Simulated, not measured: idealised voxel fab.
Herein follows the process module entitled voxel released beams.
Square cell edge 5 nm, section width 180 nm, ID cut.
Notation: cross-section as square-cell grid; stated in bands, top first, going down; one or more cell rows per band. Per band: top height and bottom height in nm, followed by the left-to-right materials and their widths in nm; "all across" marks a single material spanning edge to edge, "empty" marks empty space. The reference from which all heights are counted is 0, the level beneath which the as-received wafer is entirely one material; the lowest band, having no lower bound, proceeds downward and is written after the example "0 -> down". When a width is written as two numbers, as in "30->40", the first number is the width in the top row of cells of the band and the second is the width in its bottom row, and the width changes by the same amount from each row to the next. Any step labelled "changes: none" changed none of the cells in the cross-section. You'll see "Cavities, closed" listing empty spaces that have no way open to the top, as long as they're 8 cells or more; the notation is width x height at distance, where the distance is from the left edge, and all of it is in nm. Where a step's line continues beyond its settings, the continuation is a remark by the simulator itself on that step. The "overlay nm" setting may appear on a step's line; for a step that uses a mask, it gives how far to the right of its planned position the mask lay, and a negative value indicates the left.

# The process steps that were planned are listed below
1. RECEIVE [material Si]
2. CONFORMAL_DEP [material SiN] [thk nm 5]
3. DIRECTIONAL_DEP [material SiO2] [thk nm 10]
4. MASKED_ETCH [tone open] [mask id ANCHOR] [width nm 35] [etch materials SiO2] [depth nm 10] [overlay nm 0]
5. CONFORMAL_DEP [material TiN] [thk nm 10]
6. MASKED_ETCH [tone cover] [mask id BEAM] [width nm 80] [etch materials TiN] [depth nm 10] [overlay nm 0]
7. STRIP [etch materials SiO2]

# As-received state of the wafer in cross-section, equivalent to post-step 1
> 0 -> down  Si all across
> Cavities, closed: none

# End state of the module in cross-section, given the above starting point and plan and one mistake in execution
> 15 -> 5  SiO2 (50), then empty (35), then SiO2 (95)
> 5 -> 0  SiN all across
> 0 -> down  Si all across
> Cavities, closed: none
Deviation from plan: not per plan at step 7, really ran STRIP [etch materials TiN]
